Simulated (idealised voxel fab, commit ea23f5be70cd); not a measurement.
This section sets out a process module, namely voxel released beams.
Square cell edge 5 nm, section width 160 nm, ID cut.
When this document writes out a cross-section, it uses a grid of square cells and lists it as bands, beginning at the top and moving down, with a band standing for one or more rows of cells. Read a band's entry like this: the first values are the height of its top and the height of its bottom in nm, and what follows is the sequence of materials from left to right, each with its width in nm. Note that "air" is empty space, and that a single material marked "everywhere" reaches across the band from edge to edge. Heights are expressed relative to 0, this being the level below which the as-received wafer comprises one material exclusively. The lowest band is unbounded in the downward direction and is denoted as in "0 nm and below". When a width is written as two numbers, as in "30 to 40", the first number is the width in the top row of cells of the band and the second is the width in its bottom row, and the width changes by the same amount from each row to the next. No cell of the cross-section changed in a step that is given as "nothing was modified". You'll see "Enclosed empty spaces" listing empty spaces that have no way open to the top, as long as they're 8 cells or more; the notation is width x height at distance, where the distance is from the left edge, and all of it is in nm. That trailing text on a step's line, after the settings, is the simulator's own remark on the step. A step's line can hold "overlay nm"; with a mask on that step, the setting says how far right of the planned place the mask lay, while a negative setting says it lay to the left.
Listed below are the process steps as planned
1: op RECEIVE | material Si
2: op CONFORMAL_DEP | material SiN | thk nm 5
3: op DIRECTIONAL_DEP | material SiO2 | thk nm 10
4: op DIRECTIONAL_DEP | material aC | thk nm 10
5: op PATTERN | tone open | mask id ANCHOR | material resist | width nm 30 | thk nm 30 | overlay nm 0
6: op DIRECTIONAL_ETCH | etch materials aC | depth nm 10
7: op STRIP | etch materials resist
8: op DIRECTIONAL_ETCH | etch materials SiO2 | depth nm 10
9: op STRIP | etch materials aC
10: op CONFORMAL_DEP | material polySi | thk nm 10
11: op PATTERN | tone cover | mask id BEAM | material resist | width nm 105 | thk nm 15 | overlay nm 0
12: op DIRECTIONAL_ETCH | etch materials polySi | depth nm 10
13: op STRIP | etch materials resist
14: op STRIP | etch materials SiO2
The following pertains to the first of two wafers, which was processed as planned
So this is the incoming wafer in cross-section - it's already been through step 1
	0 nm and below | Si everywhere
	Enclosed empty spaces: none
Once step 2 is through, the wafer looks like this in cross-section
	5 nm to 0 nm | SiN everywhere
	All layers under 0 are left as they were.
Once step 3 is through, the wafer looks like this in cross-section
	15 nm to 5 nm | SiO2 everywhere
	All layers under 5 are left as they were.
Once step 4 is through, the wafer looks like this in cross-section
	25 nm to 15 nm | aC everywhere
	All layers under 15 are left as they were.
Once step 5 is through, the wafer looks like this in cross-section
	55 nm to 25 nm | resist 30 nm; air 30 nm; resist 100 nm
	All layers under 25 are left as they were.
Once step 6 is through, the wafer looks like this in cross-section
	45 nm to 25 nm | resist 30 nm; air 30 nm; resist 100 nm
	25 nm to 15 nm | aC 30 nm; air 30 nm; aC 100 nm
	All layers under 15 are left as they were.
Once step 7 is through, the wafer looks like this in cross-section
	25 nm to 15 nm | aC 30 nm; air 30 nm; aC 100 nm
	All layers under 15 are left as they were.
Once step 8 is through, the wafer looks like this in cross-section
	25 nm to 15 nm | aC 30 nm; air 30 nm; aC 100 nm
	15 nm to 5 nm | SiO2 30 nm; air 30 nm; SiO2 100 nm
	All layers under 5 are left as they were.
Once step 9 is through, the wafer looks like this in cross-section
	15 nm to 5 nm | SiO2 30 nm; air 30 nm; SiO2 100 nm
	All layers under 5 are left as they were.
Once step 10 is through, the wafer looks like this in cross-section
	25 nm to 15 nm | polySi 40 nm; air 10 nm; polySi 110 nm
	15 nm to 5 nm | SiO2 30 nm; polySi 30 nm; SiO2 100 nm
	All layers under 5 are left as they were.
Once step 11 is through, the wafer looks like this in cross-section
	40 nm to 25 nm | air 25 nm; resist 105 nm; air 30 nm
	25 nm to 15 nm | polySi 40 nm; resist 10 nm; polySi 110 nm
	All layers under 15 are left as they were.
Once step 12 is through, the wafer looks like this in cross-section
	40 nm to 25 nm | air 25 nm; resist 105 nm; air 30 nm
	25 nm to 15 nm | air 25 nm; polySi 15 nm; resist 10 nm; polySi 80 nm; air 30 nm
	All layers under 15 are left as they were.
Once step 13 is through, the wafer looks like this in cross-section
	25 nm to 15 nm | air 25 nm; polySi 15 nm; air 10 nm; polySi 80 nm; air 30 nm
	All layers under 15 are left as they were.
Once step 14 is through, the wafer looks like this in cross-section
	25 nm to 15 nm | air 25 nm; polySi 15 nm; air 10 nm; polySi 80 nm; air 30 nm
	15 nm to 5 nm | air 30 nm; polySi 30 nm; air 100 nm
	All layers under 5 are left as they were.
Second Wafer (Identical Start and Plan, One Processing Error; Matches First Wafer Through Step 4)
Planned end of step 5: second wafer, cross-section
	55 nm to 25 nm | air 30 nm; resist 30 nm; air 100 nm
	All layers under 25 are left as they were.
Planned end of step 6: second wafer, cross-section
	45 nm to 25 nm | air 30 nm; resist 30 nm; air 100 nm
	25 nm to 15 nm | air 30 nm; aC 30 nm; air 100 nm
	All layers under 15 are left as they were.
Planned end of step 7: second wafer, cross-section
	25 nm to 15 nm | air 30 nm; aC 30 nm; air 100 nm
	All layers under 15 are left as they were.
Planned end of step 8: second wafer, cross-section
	25 nm to 15 nm | air 30 nm; aC 30 nm; air 100 nm
	15 nm to 5 nm | air 30 nm; SiO2 30 nm; air 100 nm
	All layers under 5 are left as they were.
Planned end of step 9: second wafer, cross-section
	15 nm to 5 nm | air 30 nm; SiO2 30 nm; air 100 nm
	All layers under 5 are left as they were.
Planned end of step 10: second wafer, cross-section
	25 nm to 15 nm | air 20 nm; polySi 50 nm; air 90 nm
	15 nm to 5 nm | polySi 30 nm; SiO2 30 nm; polySi 100 nm
	All layers under 5 are left as they were.
Planned end of step 11: second wafer, cross-section
	40 nm to 25 nm | air 25 nm; resist 105 nm; air 30 nm
	25 nm to 15 nm | air 20 nm; polySi 50 nm; resist 60 nm; air 30 nm
	All layers under 15 are left as they were.
Planned end of step 12: second wafer, cross-section
	40 nm to 25 nm | air 25 nm; resist 105 nm; air 30 nm
	25 nm to 15 nm | air 25 nm; polySi 45 nm; resist 60 nm; air 30 nm
	15 nm to 5 nm | air 20 nm; polySi 10 nm; SiO2 30 nm; polySi 70 nm; air 30 nm
	All layers under 5 are left as they were.
Planned end of step 13: second wafer, cross-section
	25 nm to 15 nm | air 25 nm; polySi 45 nm; air 90 nm
	All layers under 15 are left as they were.
Planned end of step 14: second wafer, cross-section: nothing was modified
Against the plan, the run slipped here: so step 5 ended up running with a different setting than we planned, it ran as op PATTERN | tone cover | mask id ANCHOR | material resist | width nm 30 | thk nm 30 | overlay nm 0
Final difference in cells, second wafer against first, listed per material as more or fewer: 12 more of SiO2
